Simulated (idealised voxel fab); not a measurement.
This section sets out a process module, namely voxel quadruple lines.
cross-section cut | 205 nm wide | cells 5 nm
Heads up, the way a cross-section reads in here is a grid of square cells, handed over as bands from the top down, with every band being one or more rows of cells. Heights first: top, then bottom, in nm. Then materials, left to right, each with a width in nm. "everywhere" on a single material: fills the band edge to edge. "air": empty space. Measure heights from 0. That's the level where, below it, the as-received wafer is all one material. The lowest band is bottomless and extends downward; write it as in "top 0, no bottom". Note: "30..40" means the width goes from the first number (top row of the band) to the second number (bottom row) in equal steps per row of cells. The cross-section has no changed cell in any step marked "nothing changed". Basically, "Unvented cavities" tells you about the enclosed voids: empty spaces with no open way to the top, 8 cells or bigger, each written width x height at distance, where distance is from the left edge, all in nm. Formally, on a step line, whatever follows the settings is a remark that the simulator itself makes on the step. You can add "overlay nm" to a step's line. For a step with a mask, it describes how far the mask lay to the right of its planned position, and a negative number describes a lay to the left.

### The planned process steps are enumerated hereunder
1,RECEIVE, material Si
2,CONFORMAL_DEP, material SiO2, thk nm 10
3,DIRECTIONAL_DEP, material TiN, thk nm 15
4,DIRECTIONAL_DEP, material polySi, thk nm 20
5,DIRECTIONAL_DEP, material aC, thk nm 25
6,PATTERN, tone cover, mask id MANDREL, material resist, width nm 20, thk nm 30, overlay nm 0
7,DIRECTIONAL_ETCH, etch materials aC, depth nm 25
8,STRIP, etch materials resist
9,CONFORMAL_DEP, material SiO2, thk nm 10
10,DIRECTIONAL_ETCH, etch materials SiO2, depth nm 10
11,STRIP, etch materials aC
12,DIRECTIONAL_ETCH, etch materials polySi, depth nm 20
13,STRIP, etch materials SiO2
14,CONFORMAL_DEP, material SiN, thk nm 5
15,DIRECTIONAL_ETCH, etch materials SiN, depth nm 5
16,STRIP, etch materials polySi
17,DIRECTIONAL_ETCH, etch materials TiN, depth nm 15
18,STRIP, etch materials SiN

### The first of two wafers, run as planned

### Wafer cross-section on receipt, i.e. after step 1
- top 0, no bottom  Si everywhere
- Unvented cavities: none

### So this is the wafer cross-section right after step 2
- top 10, bottom 0  SiO2 everywhere
- Unchanged below 0.

### So this is the wafer cross-section right after step 3
- top 25, bottom 10  TiN everywhere
- Unchanged below 10.

### So this is the wafer cross-section right after step 4
- top 45, bottom 25  polySi everywhere
- Unchanged below 25.

### So this is the wafer cross-section right after step 5
- top 70, bottom 45  aC everywhere
- Unchanged below 45.

### So this is the wafer cross-section right after step 6
- top 100, bottom 70  air: 90, resist: 20, air: 95
- Unchanged below 70.

### So this is the wafer cross-section right after step 7
- top 75, bottom 70  air: 90, resist: 20, air: 95
- top 70, bottom 45  air: 90, aC: 20, air: 95
- Unchanged below 45.

### So this is the wafer cross-section right after step 8
- top 70, bottom 45  air: 90, aC: 20, air: 95
- Unchanged below 45.

### So this is the wafer cross-section right after step 9
- top 80, bottom 70  air: 80, SiO2: 40, air: 85
- top 70, bottom 55  air: 80, SiO2: 10, aC: 20, SiO2: 10, air: 85
- top 55, bottom 45  SiO2: 90, aC: 20, SiO2: 95
- Unchanged below 45.

### So this is the wafer cross-section right after step 10
- top 70, bottom 45  air: 80, SiO2: 10, aC: 20, SiO2: 10, air: 85
- Unchanged below 45.

### So this is the wafer cross-section right after step 11
- top 70, bottom 45  air: 80, SiO2: 10, air: 20, SiO2: 10, air: 85
- Unchanged below 45.

### So this is the wafer cross-section right after step 12
- top 70, bottom 45  air: 80, SiO2: 10, air: 20, SiO2: 10, air: 85
- top 45, bottom 25  air: 80, polySi: 10, air: 20, polySi: 10, air: 85
- Unchanged below 25.

### So this is the wafer cross-section right after step 13
- top 45, bottom 25  air: 80, polySi: 10, air: 20, polySi: 10, air: 85
- Unchanged below 25.

### So this is the wafer cross-section right after step 14
- top 50, bottom 45  air: 75, SiN: 20, air: 10, SiN: 20, air: 80
- top 45, bottom 30  air: 75, SiN: 5, polySi: 10, SiN: 5, air: 10, SiN: 5, polySi: 10, SiN: 5, air: 80
- top 30, bottom 25  SiN: 80, polySi: 10, SiN: 20, polySi: 10, SiN: 85
- Unchanged below 25.

### So this is the wafer cross-section right after step 15
- top 45, bottom 25  air: 75, SiN: 5, polySi: 10, SiN: 5, air: 10, SiN: 5, polySi: 10, SiN: 5, air: 80
- Unchanged below 25.

### So this is the wafer cross-section right after step 16
- top 45, bottom 25  air: 75, SiN: 5, air: 10, SiN: 5, air: 10, SiN: 5, air: 10, SiN: 5, air: 80
- Unchanged below 25.

### So this is the wafer cross-section right after step 17
- top 45, bottom 25  air: 75, SiN: 5, air: 10, SiN: 5, air: 10, SiN: 5, air: 10, SiN: 5, air: 80
- top 25, bottom 10  air: 75, TiN: 5, air: 10, TiN: 5, air: 10, TiN: 5, air: 10, TiN: 5, air: 80
- Unchanged below 10.

### So this is the wafer cross-section right after step 18
- top 25, bottom 10  air: 75, TiN: 5, air: 10, TiN: 5, air: 10, TiN: 5, air: 10, TiN: 5, air: 80
- Unchanged below 10.

### Wafer two: like wafer one in start and plan, but with one mistake in execution; identical up to and including step 5

### Cross-section of the second wafer at the time by which step 6 should have been completed according to the plan
- top 100, bottom 70  air: 100, resist: 20, air: 85
- Unchanged below 70.

### Cross-section of the second wafer at the time by which step 7 should have been completed according to the plan
- top 75, bottom 70  air: 100, resist: 20, air: 85
- top 70, bottom 45  air: 100, aC: 20, air: 85
- Unchanged below 45.

### Cross-section of the second wafer at the time by which step 8 should have been completed according to the plan
- top 70, bottom 45  air: 100, aC: 20, air: 85
- Unchanged below 45.

### Cross-section of the second wafer at the time by which step 9 should have been completed according to the plan
- top 80, bottom 70  air: 90, SiO2: 40, air: 75
- top 70, bottom 55  air: 90, SiO2: 10, aC: 20, SiO2: 10, air: 75
- top 55, bottom 45  SiO2: 100, aC: 20, SiO2: 85
- Unchanged below 45.

### Cross-section of the second wafer at the time by which step 10 should have been completed according to the plan
- top 70, bottom 45  air: 90, SiO2: 10, aC: 20, SiO2: 10, air: 75
- Unchanged below 45.

### Cross-section of the second wafer at the time by which step 11 should have been completed according to the plan
- top 70, bottom 45  air: 90, SiO2: 10, air: 20, SiO2: 10, air: 75
- Unchanged below 45.

### Cross-section of the second wafer at the time by which step 12 should have been completed according to the plan
- top 70, bottom 45  air: 90, SiO2: 10, air: 20, SiO2: 10, air: 75
- top 45, bottom 25  air: 90, polySi: 10, air: 20, polySi: 10, air: 75
- Unchanged below 25.

### Cross-section of the second wafer at the time by which step 13 should have been completed according to the plan
- top 45, bottom 25  air: 90, polySi: 10, air: 20, polySi: 10, air: 75
- Unchanged below 25.

### Cross-section of the second wafer at the time by which step 14 should have been completed according to the plan
- top 50, bottom 45  air: 85, SiN: 20, air: 10, SiN: 20, air: 70
- top 45, bottom 30  air: 85, SiN: 5, polySi: 10, SiN: 5, air: 10, SiN: 5, polySi: 10, SiN: 5, air: 70
- top 30, bottom 25  SiN: 90, polySi: 10, SiN: 20, polySi: 10, SiN: 75
- Unchanged below 25.

### Cross-section of the second wafer at the time by which step 15 should have been completed according to the plan
- top 45, bottom 25  air: 85, SiN: 5, polySi: 10, SiN: 5, air: 10, SiN: 5, polySi: 10, SiN: 5, air: 70
- Unchanged below 25.

### Cross-section of the second wafer at the time by which step 16 should have been completed according to the plan
- top 45, bottom 25  air: 85, SiN: 5, air: 10, SiN: 5, air: 10, SiN: 5, air: 10, SiN: 5, air: 70
- Unchanged below 25.

### Cross-section of the second wafer at the time by which step 17 should have been completed according to the plan
- top 45, bottom 25  air: 85, SiN: 5, air: 10, SiN: 5, air: 10, SiN: 5, air: 10, SiN: 5, air: 70
- top 25, bottom 10  air: 85, TiN: 5, air: 10, TiN: 5, air: 10, TiN: 5, air: 10, TiN: 5, air: 70
- Unchanged below 10.

### Cross-section of the second wafer at the time by which step 18 should have been completed according to the plan
- top 25, bottom 10  air: 85, TiN: 5, air: 10, TiN: 5, air: 10, TiN: 5, air: 10, TiN: 5, air: 70
- Unchanged below 10.
Heads up, the wafer didn't run the way we planned it: so step 6 ended up running with a different setting than we planned, it ran as PATTERN, tone cover, mask id MANDREL, material resist, width nm 20, thk nm 30, overlay nm 10
Tallied in cells, the final second wafer holds each material in the same quantity as the first, although not at the same places.
